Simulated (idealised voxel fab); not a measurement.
Process module, titled voxel tone inversion
Section shown: cut. Width: 260 nm. Cell size: 5 nm, square.
Heads up, the way a cross-section reads in here is a grid of square cells, handed over as bands from the top down, with every band being one or more rows of cells. Within each band entry, the heights of the top and of the bottom of the band appear first, in that order and in nm; the materials of the band then follow from left to right, each with its corresponding width in nm. The designation "full width" on a single material indicates that it fills the band from edge to edge; the designation "blank" indicates empty space. Where do heights start? At 0: under that level the wafer as delivered is made of one material only. And the lowest band has no floor; it just carries on downward, as in "from 0 down". A width such as "30..40" changes by the same amount from each row of cells to the next, from the band's top row to its bottom row. "stayed the same" after a step means that no cell of the cross-section changed. What "Enclosed void inventory" gives you is every empty space of 8 cells or more that is cut off from the top. Each appears as width x height at distance, with the distance taken from the left edge and width, height and distance all in nm. It should be noted that, on the line of a given step, the content following the step's settings is a remark produced by the simulator itself with respect to that step. overlay nm: right-of-plan distance of the mask on a masked step; negative values mean left-of-plan.

**Steps planned for the process**
- 1: op RECEIVE | material Si
- 2: op CONFORMAL_DEP | material SiCN | thk nm 10
- 3: op DIRECTIONAL_DEP | material aC | thk nm 25
- 4: op PATTERN | tone cover | mask id POSTS | material resist | width nm 25 | pitch nm 55 | thk nm 35 | overlay nm 0
- 5: op DIRECTIONAL_ETCH | etch materials aC | depth nm 25
- 6: op STRIP | etch materials resist
- 7: op FILL_DEP | material SiO2 | thk nm 5
- 8: op CMP | height nm 35
- 9: op STRIP | etch materials aC

**Wafer as received: cross-section following step 1**
- from 0 down: Si full width
- Enclosed void inventory: none

**Figure: cross-sectional view of the wafer upon completion of the module, processed from the initial state and according to the plan depicted above, with one error introduced during execution**
- from 35 to 10: blank (60) / SiO2 (25) / blank (30) / SiO2 (25) / blank (30) / SiO2 (25) / blank (65)
- from 10 to 0: SiCN full width
- from 0 down: Si full width
- Enclosed void inventory: none
Processing error: step 4 went in with a setting other than planned; the actual run was op PATTERN | tone open | mask id POSTS | material resist | width nm 25 | pitch nm 55 | thk nm 35 | overlay nm 0
